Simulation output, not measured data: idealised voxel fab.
This is a process module. Its name is voxel local oxidation.
Displayed cross-section: cut, width of 205 nm, square cells sized 5 nm.
In this document a cross-section is written as a grid of square cells. It is given as a series of bands, listed from the top down, and a band is one or more rows of cells.
Read a band's entry like this: the first values are the height of its top and the height of its bottom in nm, and what follows is the sequence of materials from left to right, each with its width in nm. Note that "air" is empty space, and that a single material marked "throughout" reaches across the band from edge to edge.
Heights are expressed relative to 0, this being the level below which the as-received wafer comprises one material exclusively. The lowest band is unbounded in the downward direction and is denoted as in "from 0 down".
A width such as "30 to 40" changes by the same amount from each row of cells to the next, from the band's top row to its bottom row.
A step reported as "nothing different" is a step in which no cell of the cross-section changed.
The label "Tabulated closed voids" introduces a list of the empty spaces, 8 cells or larger, that have no open way up to the top; each entry in it reads width x height at distance, where the distance is taken from the left edge and all three are stated in nm.
If you see something after the settings on a step's line, that's the simulator's own remark about that step.
"overlay nm" denotes, for a step that has a mask, the displacement of the mask to the right of its planned place, with negative values corresponding to the left.
# These are the steps we planned for the process
1) RECEIVE with material Si
2) OXIDIZE with depth nm 5
3) CONFORMAL_DEP with material SiN, thk nm 10
4) MASKED_ETCH with tone cover, mask id ACTIVE, width nm 100, etch materials SiN, depth nm 10, overlay nm 0
5) SELECTIVE_ETCH with etch materials SiO2, depth nm 5
6) OXIDIZE with depth nm 10
7) STRIP with etch materials SiN
# First wafer of two (run as planned)
# Wafer cross-section on receipt, i.e. after step 1
from 0 down  Si throughout
Tabulated closed voids: none
# Sectional view: wafer, after step 2
from 0 to -5  SiO2 throughout
At heights below -5, the structure remains unaltered.
# Sectional view: wafer, after step 3
from 10 to 0  SiN throughout
At heights below 0, the structure remains unaltered.
# Sectional view: wafer, after step 4
from 10 to 0  air (50) | SiN (100) | air (55)
At heights below 0, the structure remains unaltered.
# Sectional view: wafer, after step 5
from 10 to 0  air (50) | SiN (100) | air (55)
from 0 to -5  air (55) | SiO2 (90) | air (60)
At heights below -5, the structure remains unaltered.
# Sectional view: wafer, after step 6
from 10 to 0  air (50) | SiN (100) | air (55)
from 0 to -5  air (55) | SiO2 (90) | air (60)
from -5 to -15  SiO2 (65) | Si (70) | SiO2 (70)
At heights below -15, the structure remains unaltered.
# Sectional view: wafer, after step 7
from 0 to -5  air (55) | SiO2 (90) | air (60)
At heights below -5, the structure remains unaltered.
# Companion wafer, the second of two: same beginning, same intended sequence, one mistake in carrying it out; through step 2 inclusive it tracks the first exactly
Second wafer profile in section, at the moment step 3 of the plan was meant to be complete: nothing different
Second wafer profile in section, at the moment step 4 of the plan was meant to be complete: nothing different
# Second wafer profile in section, at the moment step 5 of the plan was meant to be complete
from -5 down  Si throughout
# Second wafer profile in section, at the moment step 6 of the plan was meant to be complete
from -5 to -15  SiO2 throughout
At heights below -15, the structure remains unaltered.
Second wafer profile in section, at the moment step 7 of the plan was meant to be complete: nothing different
In executing the process, a mistake was made relative to the plan: step 3 of the plan was jumped over and never run
Final wafer comparison in cells, second versus first, more or fewer per material: 28 fewer of Si, 10 more of SiO2
